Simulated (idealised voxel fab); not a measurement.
process module | voxel capacitor over wiring
cross-section cut | 285 nm wide | cells 5 nm
A cross-section is a grid of square cells, given in bands from the top down. A band is one or more rows of cells.
Each band's line starts with the height of the band's top and of its bottom, in nm. Then come its materials from left to right, each with its width in nm. One material with "throughout" fills the band from edge to edge. "air" is empty space.
Height 0 is the level under which the wafer as received is all one material. The lowest band goes on downwards, as in "0 down".
A width such as "30 to 40" changes by the same amount from each row of cells to the next, from the band's top row to its bottom row.
"no change" after a step means that no cell of the cross-section changed.
closed voids: empty space of 8 cells or more with no open way to the top, each as width x height at its distance from the left edge, in nm
after a step's settings: what the simulator itself notes on the step
overlay nm, on a step with a mask: how far to the right of its planned place the mask lay; to the left if negative
plan
1 op RECEIVE | material Si
2 op CONFORMAL_DEP | material SiO2 | thk nm 10
3 op DIRECTIONAL_DEP | material TiN | thk nm 5
4 op DIRECTIONAL_DEP | material Ru | thk nm 15
5 op PATTERN | tone cover | mask id METAL_1 | material resist | width nm 30 | pitch nm 80 | thk nm 20 | overlay nm 0
6 op DIRECTIONAL_ETCH | etch materials Ru | depth nm 15
7 op DIRECTIONAL_ETCH | etch materials TiN | depth nm 5
8 op STRIP | etch materials resist
9 op CONFORMAL_DEP | material SiN | thk nm 5
10 op FILL_DEP | material lowk | thk nm 5
11 op CMP | height nm 30
12 op CONFORMAL_DEP | material SiCN | thk nm 5
13 op DIRECTIONAL_DEP | material SiO2 | thk nm 10
14 op MASKED_ETCH | tone open | mask id PLUG_1 | width nm 15 | etch materials SiO2 | depth nm 10 | overlay nm 0
15 op MASKED_ETCH | tone open | mask id PLUG_1 | width nm 15 | etch materials SiCN | depth nm 5 | overlay nm 0
16 op EPI | material Ru | thk nm 10
17 op EPI | material Ru | thk nm 5
18 op DIRECTIONAL_DEP | material TiN | thk nm 10
19 op DIRECTIONAL_DEP | material Al2O3 | thk nm 5
20 op DIRECTIONAL_DEP | material TiN | thk nm 10
21 op PATTERN | tone cover | mask id UPPER_PLATE | material resist | width nm 55 | thk nm 20 | overlay nm 0
22 op DIRECTIONAL_ETCH | etch materials TiN | depth nm 10
23 op DIRECTIONAL_ETCH | etch materials Al2O3 | depth nm 5
24 op STRIP | etch materials resist
25 op MASKED_ETCH | tone cover | mask id LOWER_PLATE | width nm 65 | etch materials TiN | depth nm 10 | overlay nm 0
26 op FILL_DEP | material SiO2 | thk nm 15
27 op CMP | height nm 80
28 op DIRECTIONAL_DEP | material aC | thk nm 10
29 op PATTERN | tone open | mask id PLUG_2 | material resist | width nm 15 | thk nm 30 | overlay nm 0
30 op DIRECTIONAL_ETCH | etch materials aC | depth nm 10
31 op STRIP | etch materials resist
32 op DIRECTIONAL_ETCH | etch materials SiO2 | depth nm 10
33 op STRIP | etch materials aC
34 op CONFORMAL_DEP | material TiN | thk nm 5
35 op FILL_DEP | material Ru | thk nm 5
36 op CMP | height nm 80
37 op CONFORMAL_DEP | material SiCN | thk nm 5
as received, after step 1
  0 down: Si throughout
  closed voids: none
first wafer at the end, as planned
  85 to 80: SiCN throughout
  80 to 75: SiO2 110 | TiN 5 | Ru 5 | TiN 5 | SiO2 160
  75 to 70: SiO2 110 | TiN 15 | SiO2 160
  70 to 60: SiO2 100 | TiN 55 | SiO2 130
  60 to 55: SiO2 100 | Al2O3 55 | SiO2 130
  55 to 45: SiO2 95 | TiN 65 | SiO2 125
  45 to 35: SiO2 100 | Ru 15 | SiO2 170
  35 to 30: SiCN 100 | Ru 15 | SiCN 170
  30 to 15: lowk 80 | SiN 5 | Ru 30 | SiN 5 | lowk 40 | SiN 5 | Ru 30 | SiN 5 | lowk 85
  15 to 10: SiN 85 | TiN 30 | SiN 50 | TiN 30 | SiN 90
  10 to 0: SiO2 throughout
  0 down: Si throughout
  closed voids: none
second wafer at the end: like start, like plan, one mistake
  85 to 80: SiCN throughout
  80 to 75: SiO2 110 | TiN 5 | Ru 5 | TiN 5 | SiO2 160
  75 to 70: SiO2 110 | TiN 15 | SiO2 160
  70 to 60: SiO2 100 | TiN 15 | SiO2 170
  60 to 55: SiO2 100 | Al2O3 15 | TiN 40 | SiO2 130
  55 to 50: SiO2 100 | TiN 55 | SiO2 130
  50 to 45: SiO2 100 | TiN 15 | Al2O3 40 | SiO2 130
  45 to 35: SiO2 95 | TiN 5 | SiO2 15 | TiN 45 | SiO2 125
  35 to 30: SiCN throughout
  30 to 15: lowk 80 | SiN 5 | Ru 30 | SiN 5 | lowk 40 | SiN 5 | Ru 30 | SiN 5 | lowk 85
  15 to 10: SiN 85 | TiN 30 | SiN 50 | TiN 30 | SiN 90
  10 to 0: SiO2 throughout
  0 down: Si throughout
  closed voids: none
what went wrong: step 14 ran as: op MASKED_ETCH | tone cover | mask id PLUG_1 | width nm 15 | etch materials SiO2 | depth nm 10 | overlay nm 0
at the end the second wafer has, in cells: 9 fewer of Ru | 3 more of SiCN | 6 more of SiO2
